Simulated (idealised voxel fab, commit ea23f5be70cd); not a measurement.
The following is a process module called voxel released beams.
Cross-sectional view cut (width: 145 nm; square cell size: 5 nm).
Notation: cross-section as square-cell grid; stated in bands, top first, going down; one or more cell rows per band. Band: top height; bottom height; in nm. Then, left to right: material with width in nm, for each material. "throughout": a single material spanning edge to edge. "empty": empty space. A quick word on heights: they are counted from 0, and under that level the wafer as it came to us is one material throughout. The lowest band is different from the rest in having no bottom; it simply continues downward, written as in "top 0, no bottom". It should be noted that a width expressed as "30 to 40" varies in equal increments from row to row of cells within the band, taking the value of the first number at the top row and that of the second number at the bottom row. The cross-section has no changed cell in any step marked "all unchanged". Closed empty spaces (no open way to the top) of 8 cells or more are what "Enclosed internal voids" lists, each as width x height at distance from the left edge, nm for all three. The remark found on a step's line after its settings is issued by the simulator itself and pertains to that step. overlay nm: right-of-plan distance of the mask on a masked step; negative values mean left-of-plan. Pairs ahead. Before: cross-section ahead of one process step. After: cross-section once the step is done, shown to the lowest changed band only. Under each pair: that step, with settings. Caution: pairs may come from different runs of this module on the same starting wafer; a pair follows the pair above only where its "Pre-step view" entry says so.

Pre-step view:
	top 0, no bottom = Si throughout
	Enclosed internal voids: none

As Processed:
	top 10, bottom 0 = SiN throughout
	For the remainder of the cross-section, below 0, there is no change.
	Enclosed internal voids: none
Applied between the two views above: CONFORMAL_DEP with material SiN, thk nm 10

Pre-step view: = after-state of the pair above.

As Processed:
	top 20, bottom 10 = SiO2 throughout
	For the remainder of the cross-section, below 10, there is no change.
	Enclosed internal voids: none
Applied between the two views above: DIRECTIONAL_DEP with material SiO2, thk nm 10

Pre-step view: = after-state of the pair above.

As Processed:
	top 30, bottom 20 = aC throughout
	For the remainder of the cross-section, below 20, there is no change.
	Enclosed internal voids: none
Applied between the two views above: DIRECTIONAL_DEP with material aC, thk nm 10

Pre-step view: = after-state of the pair above.

As Processed:
	top 60, bottom 30 = resist (30) / empty (30) / resist (85)
	For the remainder of the cross-section, below 30, there is no change.
	Enclosed internal voids: none
Applied between the two views above: PATTERN with tone open, mask id ANCHOR, material resist, width nm 30, thk nm 30, overlay nm 0

Pre-step view: = after-state of the pair above.

As Processed:
	top 50, bottom 30 = resist (30) / empty (30) / resist (85)
	top 30, bottom 20 = aC (30) / empty (30) / aC (85)
	For the remainder of the cross-section, below 20, there is no change.
	Enclosed internal voids: none
Applied between the two views above: DIRECTIONAL_ETCH with etch materials aC, depth nm 10

Pre-step view: = after-state of the pair above.

As Processed:
	top 30, bottom 20 = aC (30) / empty (30) / aC (85)
	For the remainder of the cross-section, below 20, there is no change.
	Enclosed internal voids: none
Applied between the two views above: STRIP with etch materials resist

Pre-step view: = after-state of the pair above.

As Processed:
	top 30, bottom 20 = aC (30) / empty (30) / aC (85)
	top 20, bottom 10 = SiO2 (30) / empty (30) / SiO2 (85)
	For the remainder of the cross-section, below 10, there is no change.
	Enclosed internal voids: none
Applied between the two views above: DIRECTIONAL_ETCH with etch materials SiO2, depth nm 10

Pre-step view: = after-state of the pair above.

As Processed:
	top 20, bottom 10 = SiO2 (30) / empty (30) / SiO2 (85)
	For the remainder of the cross-section, below 10, there is no change.
	Enclosed internal voids: none
Applied between the two views above: STRIP with etch materials aC

Pre-step view: = after-state of the pair above.

As Processed:
	top 30, bottom 20 = TiN (40) / empty (10) / TiN (95)
	top 20, bottom 10 = SiO2 (30) / TiN (30) / SiO2 (85)
	For the remainder of the cross-section, below 10, there is no change.
	Enclosed internal voids: none
Applied between the two views above: CONFORMAL_DEP with material TiN, thk nm 10

Pre-step view: = after-state of the pair above.

As Processed:
	top 45, bottom 35 = aC (40) / empty (10) / aC (95)
	top 35, bottom 30 = aC throughout
	top 30, bottom 20 = TiN (40) / aC (10) / TiN (95)
	For the remainder of the cross-section, below 20, there is no change.
	Enclosed internal voids: none
Applied between the two views above: DIRECTIONAL_DEP with material aC, thk nm 15

Pre-step view: = after-state of the pair above.

As Processed:
	top 80, bottom 45 = empty (25) / resist (90) / empty (30)
	top 45, bottom 35 = aC (40) / resist (10) / aC (95)
	For the remainder of the cross-section, below 35, there is no change.
	Enclosed internal voids: none
Applied between the two views above: PATTERN with tone cover, mask id BEAM, material resist, width nm 90, thk nm 35, overlay nm 0

Pre-step view: = after-state of the pair above.

As Processed:
	top 65, bottom 45 = empty (25) / resist (90) / empty (30)
	top 45, bottom 35 = empty (25) / aC (15) / resist (10) / aC (65) / empty (30)
	top 35, bottom 30 = empty (25) / aC (90) / empty (30)
	For the remainder of the cross-section, below 30, there is no change.
	Enclosed internal voids: none
Applied between the two views above: DIRECTIONAL_ETCH with etch materials aC, depth nm 15

Pre-step view: = after-state of the pair above.

As Processed:
	top 45, bottom 35 = empty (25) / aC (15) / empty (10) / aC (65) / empty (30)
	For the remainder of the cross-section, below 35, there is no change.
	Enclosed internal voids: none
Applied between the two views above: STRIP with etch materials resist

Pre-step view: = after-state of the pair above.

As Processed:
	top 45, bottom 35 = empty (25) / aC (15) / empty (10) / aC (65) / empty (30)
	top 35, bottom 30 = empty (25) / aC (90) / empty (30)
	top 30, bottom 20 = empty (25) / TiN (15) / aC (10) / TiN (65) / empty (30)
	For the remainder of the cross-section, below 20, there is no change.
	Enclosed internal voids: none
Applied between the two views above: DIRECTIONAL_ETCH with etch materials TiN, depth nm 10

Pre-step view: = after-state of the pair above.

As Processed:
	top 30, bottom 20 = empty (25) / TiN (15) / empty (10) / TiN (65) / empty (30)
	For the remainder of the cross-section, below 20, there is no change.
	Enclosed internal voids: none
Applied between the two views above: STRIP with etch materials aC

Pre-step view: = after-state of the pair above.

As Processed:
	top 30, bottom 20 = empty (25) / TiN (15) / empty (10) / TiN (65) / empty (30)
	top 20, bottom 10 = empty (30) / TiN (30) / empty (85)
	For the remainder of the cross-section, below 10, there is no change.
	Enclosed internal voids: none
Applied between the two views above: STRIP with etch materials SiO2

Pre-step view:
	top 0, no bottom = Si throughout
	Enclosed internal voids: none

As Processed:
	top 10, bottom 0 = SiO2 throughout
	For the remainder of the cross-section, below 0, there is no change.
	Enclosed internal voids: none
Applied between the two views above: DIRECTIONAL_DEP with material SiO2, thk nm 10

Pre-step view: = after-state of the pair above.

As Processed:
	top 20, bottom 10 = aC throughout
	For the remainder of the cross-section, below 10, there is no change.
	Enclosed internal voids: none
Applied between the two views above: DIRECTIONAL_DEP with material aC, thk nm 10

Pre-step view: = after-state of the pair above.

As Processed:
	top 50, bottom 20 = resist (30) / empty (30) / resist (85)
	For the remainder of the cross-section, below 20, there is no change.
	Enclosed internal voids: none
Applied between the two views above: PATTERN with tone open, mask id ANCHOR, material resist, width nm 30, thk nm 30, overlay nm 0

Pre-step view: = after-state of the pair above.

As Processed:
	top 40, bottom 20 = resist (30) / empty (30) / resist (85)
	top 20, bottom 10 = aC (30) / empty (30) / aC (85)
	For the remainder of the cross-section, below 10, there is no change.
	Enclosed internal voids: none
Applied between the two views above: DIRECTIONAL_ETCH with etch materials aC, depth nm 10

Pre-step view: = after-state of the pair above.

As Processed:
	top 20, bottom 10 = aC (30) / empty (30) / aC (85)
	For the remainder of the cross-section, below 10, there is no change.
	Enclosed internal voids: none
Applied between the two views above: STRIP with etch materials resist

Pre-step view: = after-state of the pair above.

As Processed:
	top 20, bottom 10 = aC (30) / empty (30) / aC (85)
	top 10, bottom 0 = SiO2 (30) / empty (30) / SiO2 (85)
	For the remainder of the cross-section, below 0, there is no change.
	Enclosed internal voids: none
Applied between the two views above: DIRECTIONAL_ETCH with etch materials SiO2, depth nm 10

Pre-step view: = after-state of the pair above.

As Processed:
	top 10, bottom 0 = SiO2 (30) / empty (30) / SiO2 (85)
	For the remainder of the cross-section, below 0, there is no change.
	Enclosed internal voids: none
Applied between the two views above: STRIP with etch materials aC

Pre-step view: = after-state of the pair above.

As Processed:
	top 20, bottom 10 = TiN (40) / empty (10) / TiN (95)
	top 10, bottom 0 = SiO2 (30) / TiN (30) / SiO2 (85)
	For the remainder of the cross-section, below 0, there is no change.
	Enclosed internal voids: none
Applied between the two views above: CONFORMAL_DEP with material TiN, thk nm 10

Pre-step view: = after-state of the pair above.

As Processed:
	top 35, bottom 25 = aC (40) / empty (10) / aC (95)
	top 25, bottom 20 = aC throughout
	top 20, bottom 10 = TiN (40) / aC (10) / TiN (95)
	For the remainder of the cross-section, below 10, there is no change.
	Enclosed internal voids: none
Applied between the two views above: DIRECTIONAL_DEP with material aC, thk nm 15

Pre-step view: = after-state of the pair above.

As Processed:
	top 70, bottom 35 = empty (25) / resist (90) / empty (30)
	top 35, bottom 25 = aC (40) / resist (10) / aC (95)
	For the remainder of the cross-section, below 25, there is no change.
	Enclosed internal voids: none
Applied between the two views above: PATTERN with tone cover, mask id BEAM, material resist, width nm 90, thk nm 35, overlay nm 0

Pre-step view: = after-state of the pair above.

As Processed:
	top 55, bottom 35 = empty (25) / resist (90) / empty (30)
	top 35, bottom 25 = empty (25) / aC (15) / resist (10) / aC (65) / empty (30)
	top 25, bottom 20 = empty (25) / aC (90) / empty (30)
	For the remainder of the cross-section, below 20, there is no change.
	Enclosed internal voids: none
Applied between the two views above: DIRECTIONAL_ETCH with etch materials aC, depth nm 15

Pre-step view: = after-state of the pair above.

As Processed:
	top 35, bottom 25 = empty (25) / aC (15) / empty (10) / aC (65) / empty (30)
	For the remainder of the cross-section, below 25, there is no change.
	Enclosed internal voids: none
Applied between the two views above: STRIP with etch materials resist

Pre-step view: = after-state of the pair above.

As Processed:
	top 35, bottom 25 = empty (25) / aC (15) / empty (10) / aC (65) / empty (30)
	top 25, bottom 20 = empty (25) / aC (90) / empty (30)
	top 20, bottom 10 = empty (25) / TiN (15) / aC (10) / TiN (65) / empty (30)
	For the remainder of the cross-section, below 10, there is no change.
	Enclosed internal voids: none
Applied between the two views above: DIRECTIONAL_ETCH with etch materials TiN, depth nm 10

Pre-step view: = after-state of the pair above.

As Processed:
	top 20, bottom 10 = empty (25) / TiN (15) / empty (10) / TiN (65) / empty (30)
	For the remainder of the cross-section, below 10, there is no change.
	Enclosed internal voids: none
Applied between the two views above: STRIP with etch materials aC

Pre-step view: = after-state of the pair above.

As Processed:
	top 20, bottom 10 = empty (25) / TiN (15) / empty (10) / TiN (65) / empty (30)
	top 10, bottom 0 = empty (30) / TiN (30) / empty (85)
	For the remainder of the cross-section, below 0, there is no change.
	Enclosed internal voids: none
Applied between the two views above: STRIP with etch materials SiO2

Pre-step view:
	top 10, bottom 0 = SiO2 throughout
	top 0, no bottom = Si throughout
	Enclosed internal voids: none

As Processed:
	top 20, bottom 10 = SiN throughout
	For the remainder of the cross-section, below 10, there is no change.
	Enclosed internal voids: none
Applied between the two views above: CONFORMAL_DEP with material SiN, thk nm 10

Pre-step view: = after-state of the pair above.

As Processed:
	top 30, bottom 20 = aC throughout
	For the remainder of the cross-section, below 20, there is no change.
	Enclosed internal voids: none
Applied between the two views above: DIRECTIONAL_DEP with material aC, thk nm 10

Pre-step view: = after-state of the pair above.

As Processed:
	top 60, bottom 30 = resist (30) / empty (30) / resist (85)
	For the remainder of the cross-section, below 30, there is no change.
	Enclosed internal voids: none
Applied between the two views above: PATTERN with tone open, mask id ANCHOR, material resist, width nm 30, thk nm 30, overlay nm 0

Pre-step view: = after-state of the pair above.

As Processed:
	top 50, bottom 30 = resist (30) / empty (30) / resist (85)
	top 30, bottom 20 = aC (30) / empty (30) / aC (85)
	For the remainder of the cross-section, below 20, there is no change.
	Enclosed internal voids: none
Applied between the two views above: DIRECTIONAL_ETCH with etch materials aC, depth nm 10

Pre-step view: = after-state of the pair above.

As Processed:
	top 30, bottom 20 = aC (30) / empty (30) / aC (85)
	For the remainder of the cross-section, below 20, there is no change.
	Enclosed internal voids: none
Applied between the two views above: STRIP with etch materials resist

Pre-step view: = after-state of the pair above.

As Processed:
	top 20, bottom 10 = SiN throughout
	For the remainder of the cross-section, below 10, there is no change.
	Enclosed internal voids: none
Applied between the two views above: STRIP with etch materials aC

Pre-step view: = after-state of the pair above.

As Processed:
	top 30, bottom 20 = TiN throughout
	For the remainder of the cross-section, below 20, there is no change.
	Enclosed internal voids: none
Applied between the two views above: CONFORMAL_DEP with material TiN, thk nm 10

Pre-step view: = after-state of the pair above.

As Processed:
	top 45, bottom 30 = aC throughout
	For the remainder of the cross-section, below 30, there is no change.
	Enclosed internal voids: none
Applied between the two views above: DIRECTIONAL_DEP with material aC, thk nm 15

Pre-step view: = after-state of the pair above.

As Processed:
	top 80, bottom 45 = empty (25) / resist (90) / empty (30)
	For the remainder of the cross-section, below 45, there is no change.
	Enclosed internal voids: none
Applied between the two views above: PATTERN with tone cover, mask id BEAM, material resist, width nm 90, thk nm 35, overlay nm 0

Pre-step view: = after-state of the pair above.

As Processed:
	top 65, bottom 45 = empty (25) / resist (90) / empty (30)
	top 45, bottom 30 = empty (25) / aC (90) / empty (30)
	For the remainder of the cross-section, below 30, there is no change.
	Enclosed internal voids: none
Applied between the two views above: DIRECTIONAL_ETCH with etch materials aC, depth nm 15

Pre-step view: = after-state of the pair above.

As Processed:
	top 45, bottom 30 = empty (25) / aC (90) / empty (30)
	For the remainder of the cross-section, below 30, there is no change.
	Enclosed internal voids: none
Applied between the two views above: STRIP with etch materials resist

Pre-step view: = after-state of the pair above.

As Processed:
	top 45, bottom 30 = empty (25) / aC (90) / empty (30)
	top 30, bottom 20 = empty (25) / TiN (90) / empty (30)
	For the remainder of the cross-section, below 20, there is no change.
	Enclosed internal voids: none
Applied between the two views above: DIRECTIONAL_ETCH with etch materials TiN, depth nm 10

Pre-step view: = after-state of the pair above.

As Processed:
	top 30, bottom 20 = empty (25) / TiN (90) / empty (30)
	For the remainder of the cross-section, below 20, there is no change.
	Enclosed internal voids: none
Applied between the two views above: STRIP with etch materials aC

Pre-step view:
	top 0, no bottom = Si throughout
	Enclosed internal voids: none

As Processed:
	top 15, bottom 0 = SiN throughout
	For the remainder of the cross-section, below 0, there is no change.
	Enclosed internal voids: none
Applied between the two views above: CONFORMAL_DEP with material SiN, thk nm 15

Pre-step view: = after-state of the pair above.

As Processed:
	top 25, bottom 15 = SiO2 throughout
	For the remainder of the cross-section, below 15, there is no change.
	Enclosed internal voids: none
Applied between the two views above: DIRECTIONAL_DEP with material SiO2, thk nm 10

Pre-step view: = after-state of the pair above.

As Processed:
	top 35, bottom 25 = aC throughout
	For the remainder of the cross-section, below 25, there is no change.
	Enclosed internal voids: none
Applied between the two views above: DIRECTIONAL_DEP with material aC, thk nm 10

Pre-step view: = after-state of the pair above.

As Processed:
	top 65, bottom 35 = resist (30) / empty (30) / resist (85)
	For the remainder of the cross-section, below 35, there is no change.
	Enclosed internal voids: none
Applied between the two views above: PATTERN with tone open, mask id ANCHOR, material resist, width nm 30, thk nm 30, overlay nm 0

Pre-step view: = after-state of the pair above.

As Processed:
	top 55, bottom 35 = resist (30) / empty (30) / resist (85)
	top 35, bottom 25 = aC (30) / empty (30) / aC (85)
	For the remainder of the cross-section, below 25, there is no change.
	Enclosed internal voids: none
Applied between the two views above: DIRECTIONAL_ETCH with etch materials aC, depth nm 10

Pre-step view: = after-state of the pair above.

As Processed:
	top 35, bottom 25 = aC (30) / empty (30) / aC (85)
	For the remainder of the cross-section, below 25, there is no change.
	Enclosed internal voids: none
Applied between the two views above: STRIP with etch materials resist

Pre-step view: = after-state of the pair above.

As Processed:
	top 35, bottom 25 = aC (30) / empty (30) / aC (85)
	top 25, bottom 15 = SiO2 (30) / empty (30) / SiO2 (85)
	For the remainder of the cross-section, below 15, there is no change.
	Enclosed internal voids: none
Applied between the two views above: DIRECTIONAL_ETCH with etch materials SiO2, depth nm 10

Pre-step view: = after-state of the pair above.

As Processed:
	top 25, bottom 15 = SiO2 (30) / empty (30) / SiO2 (85)
	For the remainder of the cross-section, below 15, there is no change.
	Enclosed internal voids: none
Applied between the two views above: STRIP with etch materials aC

Pre-step view: = after-state of the pair above.

As Processed:
	top 35, bottom 25 = TiN (40) / empty (10) / TiN (95)
	top 25, bottom 15 = SiO2 (30) / TiN (30) / SiO2 (85)
	For the remainder of the cross-section, below 15, there is no change.
	Enclosed internal voids: none
Applied between the two views above: CONFORMAL_DEP with material TiN, thk nm 10

Pre-step view: = after-state of the pair above.

As Processed:
	top 50, bottom 40 = aC (40) / empty (10) / aC (95)
	top 40, bottom 35 = aC throughout
	top 35, bottom 25 = TiN (40) / aC (10) / TiN (95)
	For the remainder of the cross-section, below 25, there is no change.
	Enclosed internal voids: none
Applied between the two views above: DIRECTIONAL_DEP with material aC, thk nm 15

Pre-step view: = after-state of the pair above.

As Processed:
	top 85, bottom 50 = empty (25) / resist (90) / empty (30)
	top 50, bottom 40 = aC (40) / resist (10) / aC (95)
	For the remainder of the cross-section, below 40, there is no change.
	Enclosed internal voids: none
Applied between the two views above: PATTERN with tone cover, mask id BEAM, material resist, width nm 90, thk nm 35, overlay nm 0

Pre-step view: = after-state of the pair above.

As Processed:
	top 70, bottom 50 = empty (25) / resist (90) / empty (30)
	top 50, bottom 40 = empty (25) / aC (15) / resist (10) / aC (65) / empty (30)
	top 40, bottom 35 = empty (25) / aC (90) / empty (30)
	For the remainder of the cross-section, below 35, there is no change.
	Enclosed internal voids: none
Applied between the two views above: DIRECTIONAL_ETCH with etch materials aC, depth nm 15

Pre-step view: = after-state of the pair above.

As Processed:
	top 50, bottom 40 = empty (25) / aC (15) / empty (10) / aC (65) / empty (30)
	For the remainder of the cross-section, below 40, there is no change.
	Enclosed internal voids: none
Applied between the two views above: STRIP with etch materials resist

Pre-step view: = after-state of the pair above.

As Processed:
	top 50, bottom 40 = empty (25) / aC (15) / empty (10) / aC (65) / empty (30)
	top 40, bottom 35 = empty (25) / aC (90) / empty (30)
	top 35, bottom 25 = empty (25) / TiN (15) / aC (10) / TiN (65) / empty (30)
	For the remainder of the cross-section, below 25, there is no change.
	Enclosed internal voids: none
Applied between the two views above: DIRECTIONAL_ETCH with etch materials TiN, depth nm 10

Pre-step view: = after-state of the pair above.

As Processed:
	top 35, bottom 25 = empty (25) / TiN (15) / empty (10) / TiN (65) / empty (30)
	For the remainder of the cross-section, below 25, there is no change.
	Enclosed internal voids: none
Applied between the two views above: STRIP with etch materials aC

Pre-step view: = after-state of the pair above.

As Processed:
	top 35, bottom 25 = empty (25) / TiN (15) / empty (10) / TiN (65) / empty (30)
	top 25, bottom 15 = empty (30) / TiN (30) / empty (85)
	For the remainder of the cross-section, below 15, there is no change.
	Enclosed internal voids: none
Applied between the two views above: STRIP with etch materials SiO2

Pre-step view:
	top 45, bottom 35 = aC (40) / empty (10) / aC (95)
	top 35, bottom 30 = aC throughout
	top 30, bottom 20 = TiN (40) / aC (10) / TiN (95)
	top 20, bottom 10 = SiO2 (30) / TiN (30) / SiO2 (85)
	top 10, bottom 0 = SiN throughout
	top 0, no bottom = Si throughout
	Enclosed internal voids: none

As Processed:
	top 80, bottom 45 = empty (25) / resist (95) / empty (25)
	top 45, bottom 35 = aC (40) / resist (10) / aC (95)
	For the remainder of the cross-section, below 35, there is no change.
	Enclosed internal voids: none
Applied between the two views above: PATTERN with tone cover, mask id BEAM, material resist, width nm 95, thk nm 35, overlay nm 0

Pre-step view: = after-state of the pair above.

As Processed:
	top 65, bottom 45 = empty (25) / resist (95) / empty (25)
	top 45, bottom 35 = empty (25) / aC (15) / resist (10) / aC (70) / empty (25)
	top 35, bottom 30 = empty (25) / aC (95) / empty (25)
	For the remainder of the cross-section, below 30, there is no change.
	Enclosed internal voids: none
Applied between the two views above: DIRECTIONAL_ETCH with etch materials aC, depth nm 15

Pre-step view: = after-state of the pair above.

As Processed:
	top 45, bottom 35 = empty (25) / aC (15) / empty (10) / aC (70) / empty (25)
	For the remainder of the cross-section, below 35, there is no change.
	Enclosed internal voids: none
Applied between the two views above: STRIP with etch materials resist

Pre-step view: = after-state of the pair above.

As Processed:
	top 45, bottom 35 = empty (25) / aC (15) / empty (10) / aC (70) / empty (25)
	top 35, bottom 30 = empty (25) / aC (95) / empty (25)
	top 30, bottom 20 = empty (25) / TiN (15) / aC (10) / TiN (70) / empty (25)
	For the remainder of the cross-section, below 20, there is no change.
	Enclosed internal voids: none
Applied between the two views above: DIRECTIONAL_ETCH with etch materials TiN, depth nm 10

Pre-step view: = after-state of the pair above.

As Processed:
	top 30, bottom 20 = empty (25) / TiN (15) / empty (10) / TiN (70) / empty (25)
	For the remainder of the cross-section, below 20, there is no change.
	Enclosed internal voids: none
Applied between the two views above: STRIP with etch materials aC

Pre-step view: = after-state of the pair above.

As Processed:
	top 30, bottom 20 = empty (25) / TiN (15) / empty (10) / TiN (70) / empty (25)
	top 20, bottom 10 = empty (30) / TiN (30) / empty (85)
	For the remainder of the cross-section, below 10, there is no change.
	Enclosed internal voids: none
Applied between the two views above: STRIP with etch materials SiO2

Pre-step view:
	top 45, bottom 35 = aC (40) / empty (10) / aC (95)
	top 35, bottom 30 = aC throughout
	top 30, bottom 20 = TiN (40) / aC (10) / TiN (95)
	top 20, bottom 10 = SiO2 (30) / TiN (30) / SiO2 (85)
	top 10, bottom 0 = SiN throughout
	top 0, no bottom = Si throughout
	Enclosed internal voids: none

As Processed:
	top 80, bottom 45 = empty (20) / resist (90) / empty (35)
	top 45, bottom 35 = aC (40) / resist (10) / aC (95)
	For the remainder of the cross-section, below 35, there is no change.
	Enclosed internal voids: none
Applied between the two views above: PATTERN with tone cover, mask id BEAM, material resist, width nm 90, thk nm 35, overlay nm -5

Pre-step view: = after-state of the pair above.

As Processed:
	top 65, bottom 45 = empty (20) / resist (90) / empty (35)
	top 45, bottom 35 = empty (20) / aC (20) / resist (10) / aC (60) / empty (35)
	top 35, bottom 30 = empty (20) / aC (90) / empty (35)
	For the remainder of the cross-section, below 30, there is no change.
	Enclosed internal voids: none
Applied between the two views above: DIRECTIONAL_ETCH with etch materials aC, depth nm 15

Pre-step view: = after-state of the pair above.

As Processed:
	top 45, bottom 35 = empty (20) / aC (20) / empty (10) / aC (60) / empty (35)
	For the remainder of the cross-section, below 35, there is no change.
	Enclosed internal voids: none
Applied between the two views above: STRIP with etch materials resist

Pre-step view: = after-state of the pair above.

As Processed:
	top 45, bottom 35 = empty (20) / aC (20) / empty (10) / aC (60) / empty (35)
	top 35, bottom 30 = empty (20) / aC (90) / empty (35)
	top 30, bottom 20 = empty (20) / TiN (20) / aC (10) / TiN (60) / empty (35)
	For the remainder of the cross-section, below 20, there is no change.
	Enclosed internal voids: none
Applied between the two views above: DIRECTIONAL_ETCH with etch materials TiN, depth nm 10

Pre-step view: = after-state of the pair above.

As Processed:
	top 30, bottom 20 = empty (20) / TiN (20) / empty (10) / TiN (60) / empty (35)
	For the remainder of the cross-section, below 20, there is no change.
	Enclosed internal voids: none
Applied between the two views above: STRIP with etch materials aC

Pre-step view: = after-state of the pair above.

As Processed:
	top 30, bottom 20 = empty (20) / TiN (20) / empty (10) / TiN (60) / empty (35)
	top 20, bottom 10 = empty (30) / TiN (30) / empty (85)
	For the remainder of the cross-section, below 10, there is no change.
	Enclosed internal voids: none
Applied between the two views above: STRIP with etch materials SiO2

Pre-step view:
	top 30, bottom 20 = empty (25) / TiN (15) / empty (10) / TiN (65) / empty (30)
	top 20, bottom 10 = SiO2 (30) / TiN (30) / SiO2 (85)
	top 10, bottom 0 = SiN throughout
	top 0, no bottom = Si throughout
	Enclosed internal voids: none

As Processed:
	top 20, bottom 10 = SiO2 (30) / empty (30) / SiO2 (85)
	For the remainder of the cross-section, below 10, there is no change.
	Enclosed internal voids: none
Applied between the two views above: STRIP with etch materials TiN

Pre-step view:
	top 30, bottom 20 = aC throughout
	top 20, bottom 10 = SiO2 throughout
	top 10, bottom 0 = SiN throughout
	top 0, no bottom = Si throughout
	Enclosed internal voids: none

As Processed:
	top 60, bottom 30 = empty (30) / resist (30) / empty (85)
	For the remainder of the cross-section, below 30, there is no change.
	Enclosed internal voids: none
Applied between the two views above: PATTERN with tone cover, mask id ANCHOR, material resist, width nm 30, thk nm 30, overlay nm 0

Pre-step view: = after-state of the pair above.

As Processed:
	top 50, bottom 30 = empty (30) / resist (30) / empty (85)
	top 30, bottom 20 = empty (30) / aC (30) / empty (85)
	For the remainder of the cross-section, below 20, there is no change.
	Enclosed internal voids: none
Applied between the two views above: DIRECTIONAL_ETCH with etch materials aC, depth nm 10

Pre-step view: = after-state of the pair above.

As Processed:
	top 30, bottom 20 = empty (30) / aC (30) / empty (85)
	For the remainder of the cross-section, below 20, there is no change.
	Enclosed internal voids: none
Applied between the two views above: STRIP with etch materials resist

Pre-step view: = after-state of the pair above.

As Processed:
	top 30, bottom 20 = empty (30) / aC (30) / empty (85)
	top 20, bottom 10 = empty (30) / SiO2 (30) / empty (85)
	For the remainder of the cross-section, below 10, there is no change.
	Enclosed internal voids: none
Applied between the two views above: DIRECTIONAL_ETCH with etch materials SiO2, depth nm 10

Pre-step view: = after-state of the pair above.

As Processed:
	top 20, bottom 10 = empty (30) / SiO2 (30) / empty (85)
	For the remainder of the cross-section, below 10, there is no change.
	Enclosed internal voids: none
Applied between the two views above: STRIP with etch materials aC

Pre-step view: = after-state of the pair above.

As Processed:
	top 30, bottom 20 = empty (20) / TiN (50) / empty (75)
	top 20, bottom 10 = TiN (30) / SiO2 (30) / TiN (85)
	For the remainder of the cross-section, below 10, there is no change.
	Enclosed internal voids: none
Applied between the two views above: CONFORMAL_DEP with material TiN, thk nm 10

Pre-step view: = after-state of the pair above.

As Processed:
	top 45, bottom 35 = empty (20) / aC (50) / empty (75)
	top 35, bottom 30 = aC throughout
	top 30, bottom 20 = aC (20) / TiN (50) / aC (75)
	For the remainder of the cross-section, below 20, there is no change.
	Enclosed internal voids: none
Applied between the two views above: DIRECTIONAL_DEP with material aC, thk nm 15

Pre-step view: = after-state of the pair above.

As Processed:
	top 80, bottom 45 = empty (25) / resist (90) / empty (30)
	top 45, bottom 35 = empty (20) / aC (50) / resist (45) / empty (30)
	For the remainder of the cross-section, below 35, there is no change.
	Enclosed internal voids: none
Applied between the two views above: PATTERN with tone cover, mask id BEAM, material resist, width nm 90, thk nm 35, overlay nm 0

Pre-step view: = after-state of the pair above.

As Processed:
	top 65, bottom 45 = empty (25) / resist (90) / empty (30)
	top 45, bottom 35 = empty (25) / aC (45) / resist (45) / empty (30)
	top 35, bottom 30 = empty (25) / aC (90) / empty (30)
	top 30, bottom 20 = empty (20) / TiN (50) / aC (45) / empty (30)
	For the remainder of the cross-section, below 20, there is no change.
	Enclosed internal voids: none
Applied between the two views above: DIRECTIONAL_ETCH with etch materials aC, depth nm 15

Pre-step view: = after-state of the pair above.

As Processed:
	top 45, bottom 35 = empty (25) / aC (45) / empty (75)
	For the remainder of the cross-section, below 35, there is no change.
	Enclosed internal voids: none
Applied between the two views above: STRIP with etch materials resist

Pre-step view: = after-state of the pair above.

As Processed:
	top 45, bottom 35 = empty (25) / aC (45) / empty (75)
	top 35, bottom 30 = empty (25) / aC (90) / empty (30)
	top 30, bottom 20 = empty (25) / TiN (45) / aC (45) / empty (30)
	top 20, bottom 10 = empty (20) / TiN (10) / SiO2 (30) / TiN (55) / empty (30)
	For the remainder of the cross-section, below 10, there is no change.
	Enclosed internal voids: none
Applied between the two views above: DIRECTIONAL_ETCH with etch materials TiN, depth nm 10

Pre-step view: = after-state of the pair above.

As Processed:
	top 30, bottom 20 = empty (25) / TiN (45) / empty (75)
	For the remainder of the cross-section, below 20, there is no change.
	Enclosed internal voids: none
Applied between the two views above: STRIP with etch materials aC
